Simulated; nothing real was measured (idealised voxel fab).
Title: Process Module voxel transistor to metal
We display cut, a cross-section 195 nm in width whose square cells are each 5 nm.
Format of a cross-section: grid, square cells. Given as bands. Order: top down. Band: one or more rows of cells.
For a band, the entry starts with two heights in nm, that of the top and then that of the bottom, and carries on with the band's materials in order from left to right, each alongside its width in nm; the word "everywhere" beside a single material means it fills the band edge to edge, and "blank" means empty space.
Below 0: as-received wafer, all one material; heights counted from there. Lowest band: no bottom, goes on down, written "0 and below".
When a width is written as two numbers, as in "30->40", the first number is the width in the top row of cells of the band and the second is the width in its bottom row, and the width changes by the same amount from each row to the next.
Given "remains unaltered" for a step, no cell of the cross-section differs between before and after that step.
"Closed empty spaces" contains a list of empty spaces, each no smaller than 8 cells and without an open way to the top, written in the form width x height at distance with the distance from the left edge and all three in nm.
Heads up: the bit after the settings on a step's line is the simulator's remark on that step.
"overlay nm" on a masked step: distance the mask lay right of its planned place, negative for left.
### So here's the lineup of process steps we planned
1,RECEIVE, material Si
2,CONFORMAL_DEP, material SiO2, thk nm 5
3,CONFORMAL_DEP, material SiN, thk nm 10
4,DIRECTIONAL_DEP, material aC, thk nm 10
5,PATTERN, tone cover, mask id ACTIVE, material resist, width nm 115, thk nm 25, overlay nm 0
6,DIRECTIONAL_ETCH, etch materials aC, depth nm 10
7,STRIP, etch materials resist
8,DIRECTIONAL_ETCH, etch materials SiN, depth nm 10
9,DIRECTIONAL_ETCH, etch materials SiO2, depth nm 5
10,DIRECTIONAL_ETCH, etch materials Si, depth nm 25
11,STRIP, etch materials aC
12,FILL_DEP, material SiO2, thk nm 5
13,CMP, height nm 15
14,SELECTIVE_ETCH, etch materials SiO2, depth nm 10
15,STRIP, etch materials SiN
16,SELECTIVE_ETCH, etch materials SiO2, depth nm 5
17,OXIDIZE, depth nm 5
18,DIRECTIONAL_DEP, material polySi, thk nm 25
19,DIRECTIONAL_DEP, material SiCN, thk nm 15
20,MASKED_ETCH, tone cover, mask id GATE, width nm 25, etch materials SiCN, depth nm 25, overlay nm 0
21,MASKED_ETCH, tone cover, mask id GATE, width nm 25, etch materials polySi, depth nm 35, overlay nm 0
22,CONFORMAL_DEP, material SiO2, thk nm 5
23,DIRECTIONAL_ETCH, etch materials SiO2, depth nm 5
24,CONFORMAL_DEP, material SiN, thk nm 10
25,DIRECTIONAL_ETCH, etch materials SiN, depth nm 10
26,DIRECTIONAL_ETCH, etch materials SiO2, depth nm 5
27,DIRECTIONAL_ETCH, etch materials Si, depth nm 5
28,EPI, material SiGe, thk nm 10
29,FILL_DEP, material SiO2, thk nm 5
30,CMP, height nm 25
31,STRIP, etch materials polySi
32,SELECTIVE_ETCH, etch materials SiO2, depth nm 5
33,CONFORMAL_DEP, material HfO2, thk nm 5
34,CONFORMAL_DEP, material TiN, thk nm 5
35,FILL_DEP, material W, thk nm 5
36,CMP, height nm 20
37,DIRECTIONAL_DEP, material SiO2, thk nm 10
38,MASKED_ETCH, tone open, mask id CONTACT, width nm 20, pitch nm 75, etch materials SiO2, depth nm 30, overlay nm 0
39,CONFORMAL_DEP, material TiN, thk nm 5
40,FILL_DEP, material W, thk nm 5
41,CMP, height nm 30
42,CONFORMAL_DEP, material SiCN, thk nm 5
43,DIRECTIONAL_DEP, material SiO2, thk nm 15
44,DIRECTIONAL_DEP, material aC, thk nm 15
45,PATTERN, tone open, mask id METAL_1, material resist, width nm 20, pitch nm 75, thk nm 30, overlay nm 0
46,DIRECTIONAL_ETCH, etch materials aC, depth nm 15
47,STRIP, etch materials resist
48,DIRECTIONAL_ETCH, etch materials SiO2, depth nm 15
49,DIRECTIONAL_ETCH, etch materials SiCN, depth nm 5
50,STRIP, etch materials aC
51,CONFORMAL_DEP, material TiN, thk nm 5
52,FILL_DEP, material Ru, thk nm 5
53,CMP, height nm 50
54,CONFORMAL_DEP, material SiN, thk nm 5
### Here's what the wafer looked like in cross-section when it arrived - that's after step 1
  0 and below  Si everywhere
  Closed empty spaces: none
### First of two wafers, end-of-module section, run followed plan
  55 down to 50  SiN everywhere
  50 down to 35  SiO2 50; TiN 5; Ru 10; TiN 5; SiO2 55; TiN 5; Ru 10; TiN 5; SiO2 50
  35 down to 30  SiCN 50; TiN 20; SiCN 55; TiN 20; SiCN 50
  30 down to 20  SiO2 50; TiN 5; W 10; TiN 5; SiO2 55; TiN 5; W 10; TiN 5; SiO2 50
  20 down to 10  SiO2 50; TiN 5; W 10; TiN 5; SiN 10; HfO2 5; TiN 5; W 15; TiN 5; HfO2 5; SiN 10; TiN 5; W 10; TiN 5; SiO2 50
  10 down to 5  SiO2 50; TiN 20; SiN 10; HfO2 5; TiN 5; W 15; TiN 5; HfO2 5; SiN 10; TiN 20; SiO2 50
  5 down to 0  SiO2 50; TiN 10; SiGe 10; SiN 10; HfO2 5; TiN 25; HfO2 5; SiN 10; SiGe 10; TiN 10; SiO2 50
  0 down to -5  SiO2 35; SiGe 35; SiO2 10; HfO2 35; SiO2 10; SiGe 35; SiO2 35
  -5 down to -10  SiO2 40; SiGe 30; Si 55; SiGe 30; SiO2 40
  -10 down to -25  SiO2 40; Si 115; SiO2 40
  -25 and below  Si everywhere
  Closed empty spaces: none
### Cross-section, wafer two of two, end of module: same start and plan as wafer one, one error in execution
  55 down to 50  SiN everywhere
  50 down to 35  SiO2 55; TiN 5; Ru 5; TiN 5; SiO2 60; TiN 5; Ru 5; TiN 5; SiO2 50
  35 down to 30  SiCN 55; TiN 15; SiCN 60; TiN 15; SiCN 50
  30 down to 20  SiO2 50; TiN 5; W 10; TiN 5; SiO2 55; TiN 5; W 10; TiN 5; SiO2 50
  20 down to 10  SiO2 50; TiN 5; W 10; TiN 5; SiN 10; HfO2 5; TiN 5; W 15; TiN 5; HfO2 5; SiN 10; TiN 5; W 10; TiN 5; SiO2 50
  10 down to 5  SiO2 50; TiN 20; SiN 10; HfO2 5; TiN 5; W 15; TiN 5; HfO2 5; SiN 10; TiN 20; SiO2 50
  5 down to 0  SiO2 50; TiN 10; SiGe 10; SiN 10; HfO2 5; TiN 25; HfO2 5; SiN 10; SiGe 10; TiN 10; SiO2 50
  0 down to -5  SiO2 35; SiGe 35; SiO2 10; HfO2 35; SiO2 10; SiGe 35; SiO2 35
  -5 down to -10  SiO2 40; SiGe 30; Si 55; SiGe 30; SiO2 40
  -10 down to -25  SiO2 40; Si 115; SiO2 40
  -25 and below  Si everywhere
  Closed empty spaces: none
Error vs. plan: step 45 off recipe, ran as PATTERN, tone open, mask id METAL_1, material resist, width nm 15, pitch nm 75, thk nm 30, overlay nm 0
Looking at both finished wafers in cells, the second ends up ahead of or behind the first on some materials: 6 fewer of Ru, 2 more of SiCN, 6 more of SiO2, 2 fewer of TiN
